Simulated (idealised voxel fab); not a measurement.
process module | voxel gate over fins
cross-section cut | 290 nm wide | cells 5 nm
A cross-section is a grid of square cells, given in bands from the top down. A band is one or more rows of cells.
Each band's line starts with the height of the band's top and of its bottom, in nm. Then come its materials from left to right, each with its width in nm. One material with "throughout" fills the band from edge to edge. "air" is empty space.
Height 0 is the level under which the wafer as received is all one material. The lowest band goes on downwards, as in "0 down".
A width such as "30 to 40" changes by the same amount from each row of cells to the next, from the band's top row to its bottom row.
"no change" after a step means that no cell of the cross-section changed.
closed voids: empty space of 8 cells or more with no open way to the top, each as width x height at its distance from the left edge, in nm
after a step's settings: what the simulator itself notes on the step
overlay nm, on a step with a mask: how far to the right of its planned place the mask lay; to the left if negative
plan
1 op RECEIVE | material Si
2 op CONFORMAL_DEP | material SiN | thk nm 5
3 op DIRECTIONAL_DEP | material aC | thk nm 10
4 op PATTERN | tone cover | mask id FINS | material resist | width nm 15 | pitch nm 55 | thk nm 30 | overlay nm 0
5 op DIRECTIONAL_ETCH | etch materials aC | depth nm 10
6 op STRIP | etch materials resist
7 op DIRECTIONAL_ETCH | etch materials SiN | depth nm 5
8 op DIRECTIONAL_ETCH | etch materials Si | depth nm 35
9 op STRIP | etch materials aC
10 op FILL_DEP | material SiO2 | thk nm 15
11 op CMP | height nm 5
12 op DIRECTIONAL_DEP | material aC | thk nm 15
13 op PATTERN | tone open | mask id RAIL | material resist | width nm 15 | thk nm 35 | overlay nm 0
14 op DIRECTIONAL_ETCH | etch materials aC | depth nm 15
15 op STRIP | etch materials resist
16 op DIRECTIONAL_ETCH | etch materials SiO2 | depth nm 35
17 op STRIP | etch materials aC
18 op CONFORMAL_DEP | material TiN | thk nm 5
19 op FILL_DEP | material Ru | thk nm 5
20 op CMP | height nm 5
21 op SELECTIVE_ETCH | etch materials W Ru TiN | depth nm 20
22 op FILL_DEP | material SiO2 | thk nm 5
23 op CMP | height nm 5
24 op SELECTIVE_ETCH | etch materials SiO2 | depth nm 15
25 op STRIP | etch materials SiN
26 op CONFORMAL_DEP | material HfO2 | thk nm 5
27 op CONFORMAL_DEP | material TiN | thk nm 5
28 op CONFORMAL_DEP | material TiAl | thk nm 5
29 op CONFORMAL_DEP | material TiN | thk nm 5
30 op FILL_DEP | material W | thk nm 15
31 op CMP | height nm 30
32 op CONFORMAL_DEP | material SiCN | thk nm 10
first wafer, as planned
as received, after step 1
  0 down: Si throughout
  closed voids: none
after step 2
  5 to 0: SiN throughout
  below 0: unchanged
after step 3
  15 to 5: aC throughout
  below 5: unchanged
after step 4
  45 to 15: air 110 | resist 15 | air 40 | resist 15 | air 110
  below 15: unchanged
after step 5
  35 to 15: air 110 | resist 15 | air 40 | resist 15 | air 110
  15 to 5: air 110 | aC 15 | air 40 | aC 15 | air 110
  below 5: unchanged
after step 6
  15 to 5: air 110 | aC 15 | air 40 | aC 15 | air 110
  below 5: unchanged
after step 7
  15 to 5: air 110 | aC 15 | air 40 | aC 15 | air 110
  5 to 0: air 110 | SiN 15 | air 40 | SiN 15 | air 110
  below 0: unchanged
after step 8
  15 to 5: air 110 | aC 15 | air 40 | aC 15 | air 110
  5 to 0: air 110 | SiN 15 | air 40 | SiN 15 | air 110
  0 to -35: air 110 | Si 15 | air 40 | Si 15 | air 110
  below -35: unchanged
after step 9
  5 to 0: air 110 | SiN 15 | air 40 | SiN 15 | air 110
  below 0: unchanged
after step 10
  20 to 5: SiO2 throughout
  5 to 0: SiO2 110 | SiN 15 | SiO2 40 | SiN 15 | SiO2 110
  0 to -35: SiO2 110 | Si 15 | SiO2 40 | Si 15 | SiO2 110
  below -35: unchanged
after step 11
  5 to 0: SiO2 110 | SiN 15 | SiO2 40 | SiN 15 | SiO2 110
  below 0: unchanged
after step 12
  20 to 5: aC throughout
  below 5: unchanged
after step 13
  55 to 20: resist 135 | air 15 | resist 140
  below 20: unchanged
after step 14
  40 to 20: resist 135 | air 15 | resist 140
  20 to 5: aC 135 | air 15 | aC 140
  below 5: unchanged
after step 15
  20 to 5: aC 135 | air 15 | aC 140
  below 5: unchanged
after step 16
  20 to 5: aC 135 | air 15 | aC 140
  5 to 0: SiO2 110 | SiN 15 | SiO2 10 | air 15 | SiO2 15 | SiN 15 | SiO2 110
  0 to -30: SiO2 110 | Si 15 | SiO2 10 | air 15 | SiO2 15 | Si 15 | SiO2 110
  below -30: unchanged
after step 17
  5 to 0: SiO2 110 | SiN 15 | SiO2 10 | air 15 | SiO2 15 | SiN 15 | SiO2 110
  below 0: unchanged
after step 18
  10 to 5: TiN 140 | air 5 | TiN 145
  5 to 0: SiO2 110 | SiN 15 | SiO2 10 | TiN 5 | air 5 | TiN 5 | SiO2 15 | SiN 15 | SiO2 110
  0 to -25: SiO2 110 | Si 15 | SiO2 10 | TiN 5 | air 5 | TiN 5 | SiO2 15 | Si 15 | SiO2 110
  -25 to -30: SiO2 110 | Si 15 | SiO2 10 | TiN 15 | SiO2 15 | Si 15 | SiO2 110
  below -30: unchanged
after step 19
  15 to 10: Ru throughout
  10 to 5: TiN 140 | Ru 5 | TiN 145
  5 to 0: SiO2 110 | SiN 15 | SiO2 10 | TiN 5 | Ru 5 | TiN 5 | SiO2 15 | SiN 15 | SiO2 110
  0 to -25: SiO2 110 | Si 15 | SiO2 10 | TiN 5 | Ru 5 | TiN 5 | SiO2 15 | Si 15 | SiO2 110
  below -25: unchanged
after step 20
  5 to 0: SiO2 110 | SiN 15 | SiO2 10 | TiN 5 | Ru 5 | TiN 5 | SiO2 15 | SiN 15 | SiO2 110
  below 0: unchanged
after step 21
  5 to 0: SiO2 110 | SiN 15 | SiO2 10 | air 15 | SiO2 15 | SiN 15 | SiO2 110
  0 to -15: SiO2 110 | Si 15 | SiO2 10 | air 15 | SiO2 15 | Si 15 | SiO2 110
  below -15: unchanged
after step 22
  10 to 5: SiO2 throughout
  5 to 0: SiO2 110 | SiN 15 | SiO2 40 | SiN 15 | SiO2 110
  0 to -15: SiO2 110 | Si 15 | SiO2 40 | Si 15 | SiO2 110
  below -15: unchanged
after step 23
  5 to 0: SiO2 110 | SiN 15 | SiO2 40 | SiN 15 | SiO2 110
  below 0: unchanged
after step 24
  5 to 0: air 110 | SiN 15 | air 40 | SiN 15 | air 110
  0 to -10: air 110 | Si 15 | air 40 | Si 15 | air 110
  below -10: unchanged
after step 25
  0 to -10: air 110 | Si 15 | air 40 | Si 15 | air 110
  below -10: unchanged
after step 26
  5 to 0: air 105 | HfO2 25 | air 30 | HfO2 25 | air 105
  0 to -5: air 105 | HfO2 5 | Si 15 | HfO2 5 | air 30 | HfO2 5 | Si 15 | HfO2 5 | air 105
  -5 to -10: HfO2 110 | Si 15 | HfO2 40 | Si 15 | HfO2 110
  below -10: unchanged
after step 27
  10 to 5: air 100 | TiN 35 | air 20 | TiN 35 | air 100
  5 to 0: air 100 | TiN 5 | HfO2 25 | TiN 5 | air 20 | TiN 5 | HfO2 25 | TiN 5 | air 100
  0 to -5: TiN 105 | HfO2 5 | Si 15 | HfO2 5 | TiN 30 | HfO2 5 | Si 15 | HfO2 5 | TiN 105
  below -5: unchanged
after step 28
  15 to 10: air 95 | TiAl 45 | air 10 | TiAl 45 | air 95
  10 to 5: air 95 | TiAl 5 | TiN 35 | TiAl 5 | air 10 | TiAl 5 | TiN 35 | TiAl 5 | air 95
  5 to 0: TiAl 100 | TiN 5 | HfO2 25 | TiN 5 | TiAl 20 | TiN 5 | HfO2 25 | TiN 5 | TiAl 100
  below 0: unchanged
after step 29
  20 to 15: air 90 | TiN 110 | air 90
  15 to 10: air 90 | TiN 5 | TiAl 45 | TiN 10 | TiAl 45 | TiN 5 | air 90
  10 to 5: TiN 95 | TiAl 5 | TiN 35 | TiAl 5 | TiN 10 | TiAl 5 | TiN 35 | TiAl 5 | TiN 95
  below 5: unchanged
after step 30
  35 to 20: W throughout
  20 to 15: W 90 | TiN 110 | W 90
  15 to 10: W 90 | TiN 5 | TiAl 45 | TiN 10 | TiAl 45 | TiN 5 | W 90
  below 10: unchanged
after step 31
  30 to 20: W throughout
  below 20: unchanged
after step 32
  40 to 30: SiCN throughout
  below 30: unchanged
second wafer: like start, like plan, one mistake. Through step 12 it matches the first wafer
when step 13 should have ended
  55 to 20: resist 135 | air 20 | resist 135
  below 20: unchanged
when step 14 should have ended
  40 to 20: resist 135 | air 20 | resist 135
  20 to 5: aC 135 | air 20 | aC 135
  below 5: unchanged
when step 15 should have ended
  20 to 5: aC 135 | air 20 | aC 135
  below 5: unchanged
when step 16 should have ended
  20 to 5: aC 135 | air 20 | aC 135
  5 to 0: SiO2 110 | SiN 15 | SiO2 10 | air 20 | SiO2 10 | SiN 15 | SiO2 110
  0 to -30: SiO2 110 | Si 15 | SiO2 10 | air 20 | SiO2 10 | Si 15 | SiO2 110
  below -30: unchanged
when step 17 should have ended
  5 to 0: SiO2 110 | SiN 15 | SiO2 10 | air 20 | SiO2 10 | SiN 15 | SiO2 110
  below 0: unchanged
when step 18 should have ended
  10 to 5: TiN 140 | air 10 | TiN 140
  5 to 0: SiO2 110 | SiN 15 | SiO2 10 | TiN 5 | air 10 | TiN 5 | SiO2 10 | SiN 15 | SiO2 110
  0 to -25: SiO2 110 | Si 15 | SiO2 10 | TiN 5 | air 10 | TiN 5 | SiO2 10 | Si 15 | SiO2 110
  -25 to -30: SiO2 110 | Si 15 | SiO2 10 | TiN 20 | SiO2 10 | Si 15 | SiO2 110
  below -30: unchanged
when step 19 should have ended
  15 to 10: Ru throughout
  10 to 5: TiN 140 | Ru 10 | TiN 140
  5 to 0: SiO2 110 | SiN 15 | SiO2 10 | TiN 5 | Ru 10 | TiN 5 | SiO2 10 | SiN 15 | SiO2 110
  0 to -25: SiO2 110 | Si 15 | SiO2 10 | TiN 5 | Ru 10 | TiN 5 | SiO2 10 | Si 15 | SiO2 110
  below -25: unchanged
when step 20 should have ended
  5 to 0: SiO2 110 | SiN 15 | SiO2 10 | TiN 5 | Ru 10 | TiN 5 | SiO2 10 | SiN 15 | SiO2 110
  below 0: unchanged
when step 21 should have ended
  5 to 0: SiO2 110 | SiN 15 | SiO2 10 | air 20 | SiO2 10 | SiN 15 | SiO2 110
  0 to -15: SiO2 110 | Si 15 | SiO2 10 | air 20 | SiO2 10 | Si 15 | SiO2 110
  below -15: unchanged
when step 22 should have ended
  10 to 5: SiO2 throughout
  5 to 0: SiO2 110 | SiN 15 | SiO2 40 | SiN 15 | SiO2 110
  0 to -15: SiO2 110 | Si 15 | SiO2 40 | Si 15 | SiO2 110
  below -15: unchanged
when step 23 should have ended
  5 to 0: SiO2 110 | SiN 15 | SiO2 40 | SiN 15 | SiO2 110
  below 0: unchanged
when step 24 should have ended
  5 to 0: air 110 | SiN 15 | air 40 | SiN 15 | air 110
  0 to -10: air 110 | Si 15 | air 40 | Si 15 | air 110
  below -10: unchanged
when step 25 should have ended
  0 to -10: air 110 | Si 15 | air 40 | Si 15 | air 110
  below -10: unchanged
when step 26 should have ended
  5 to 0: air 105 | HfO2 25 | air 30 | HfO2 25 | air 105
  0 to -5: air 105 | HfO2 5 | Si 15 | HfO2 5 | air 30 | HfO2 5 | Si 15 | HfO2 5 | air 105
  -5 to -10: HfO2 110 | Si 15 | HfO2 40 | Si 15 | HfO2 110
  below -10: unchanged
when step 27 should have ended
  10 to 5: air 100 | TiN 35 | air 20 | TiN 35 | air 100
  5 to 0: air 100 | TiN 5 | HfO2 25 | TiN 5 | air 20 | TiN 5 | HfO2 25 | TiN 5 | air 100
  0 to -5: TiN 105 | HfO2 5 | Si 15 | HfO2 5 | TiN 30 | HfO2 5 | Si 15 | HfO2 5 | TiN 105
  below -5: unchanged
when step 28 should have ended
  15 to 10: air 95 | TiAl 45 | air 10 | TiAl 45 | air 95
  10 to 5: air 95 | TiAl 5 | TiN 35 | TiAl 5 | air 10 | TiAl 5 | TiN 35 | TiAl 5 | air 95
  5 to 0: TiAl 100 | TiN 5 | HfO2 25 | TiN 5 | TiAl 20 | TiN 5 | HfO2 25 | TiN 5 | TiAl 100
  below 0: unchanged
when step 29 should have ended
  20 to 15: air 90 | TiN 110 | air 90
  15 to 10: air 90 | TiN 5 | TiAl 45 | TiN 10 | TiAl 45 | TiN 5 | air 90
  10 to 5: TiN 95 | TiAl 5 | TiN 35 | TiAl 5 | TiN 10 | TiAl 5 | TiN 35 | TiAl 5 | TiN 95
  below 5: unchanged
when step 30 should have ended
  35 to 20: W throughout
  20 to 15: W 90 | TiN 110 | W 90
  15 to 10: W 90 | TiN 5 | TiAl 45 | TiN 10 | TiAl 45 | TiN 5 | W 90
  below 10: unchanged
when step 31 should have ended
  30 to 20: W throughout
  below 20: unchanged
when step 32 should have ended
  40 to 30: SiCN throughout
  below 30: unchanged
what went wrong: step 13 ran as: op PATTERN | tone open | mask id RAIL | material resist | width nm 20 | thk nm 35 | overlay nm 0
at the end the second wafer has, in cells: 2 more of Ru | 3 fewer of SiO2 | 1 more of TiN
